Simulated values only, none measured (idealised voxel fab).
Documented hereafter: the process module known as voxel spacer lines.
This is section cut - it's 250 nm across, gridded in 5 nm square cells.
A cross-section is a grid of square cells, given in bands from the top down. A band is one or more rows of cells. Band: top height; bottom height; in nm. Then, left to right: material with width in nm, for each material. "everywhere": a single material spanning edge to edge. "blank": empty space. Beneath 0, the wafer as received is one material, and that level is where height counting begins. The lowest band goes on downward without a bottom; it is written like "0 down". The notation "30 to 40" denotes a width that varies across the rows of cells in the band, beginning at the first number in the top row, finishing at the second number in the bottom row, and changing by an identical amount from each row to the next. You'll sometimes find "left unchanged" written for a step, and that's the way of saying that nowhere in the cross-section did a cell change during that step. You'll see "Enclosed void inventory" listing empty spaces that have no way open to the top, as long as they're 8 cells or more; the notation is width x height at distance, where the distance is from the left edge, and all of it is in nm. Past the settings on a step's line: simulator remark, on that step. "overlay nm", when on a step's line for a step with a mask, measures how far to the right of its planned place the mask lay; a negative measure means to the left.

The steps planned for the process are as follows
| 1 | op RECEIVE | material Si |
| 2 | op CONFORMAL_DEP | material Al2O3 | thk nm 10 |
| 3 | op DIRECTIONAL_DEP | material W | thk nm 10 |
| 4 | op DIRECTIONAL_DEP | material aC | thk nm 25 |
| 5 | op PATTERN | tone cover | mask id MANDREL | material resist | width nm 15 | pitch nm 60 | thk nm 30 | overlay nm 0 |
| 6 | op DIRECTIONAL_ETCH | etch materials aC | depth nm 25 |
| 7 | op STRIP | etch materials resist |
| 8 | op CONFORMAL_DEP | material SiO2 | thk nm 15 |
| 9 | op DIRECTIONAL_ETCH | etch materials SiO2 | depth nm 15 |
| 10 | op STRIP | etch materials aC |
| 11 | op DIRECTIONAL_ETCH | etch materials W | depth nm 10 |
| 12 | op STRIP | etch materials SiO2 |
| 13 | op FILL_DEP | material SiO2 | thk nm 10 |
| 14 | op CMP | height nm 10 |
Across this set of wafers, the varied parameter is the height nm of step 14. Starting conditions are identical for every wafer, and the plan reports the value assigned to the first wafer.

First wafer of several, as received: cross-section after step 1
	0 down  Si everywhere
	Enclosed void inventory: none

Take a look at the first of several wafers in cross-section: the module is done, and step 14 was its last step
	10 to 0  Al2O3 everywhere
	0 down  Si everywhere
	Enclosed void inventory: none

End of module: cross-section, last of several wafers
	30 to 20  SiO2 everywhere
	20 to 10  SiO2=70, then W=15, then SiO2=15, then W=15, then SiO2=15, then W=15, then SiO2=15, then W=15, then SiO2=75
	10 to 0  Al2O3 everywhere
	0 down  Si everywhere
	Enclosed void inventory: none

End of module, by wafer: material-by-material cell gain (+) or loss (-) since receipt, then closed voids
height nm 10 | +100 Al2O3 | Enclosed void inventory: none
height nm 15 | +100 Al2O3 | +38 SiO2 | +12 W | Enclosed void inventory: none
height nm 20 | +100 Al2O3 | +76 SiO2 | +24 W | Enclosed void inventory: none
height nm 25 | +100 Al2O3 | +126 SiO2 | +24 W | Enclosed void inventory: none
height nm 30 | +100 Al2O3 | +176 SiO2 | +24 W | Enclosed void inventory: none
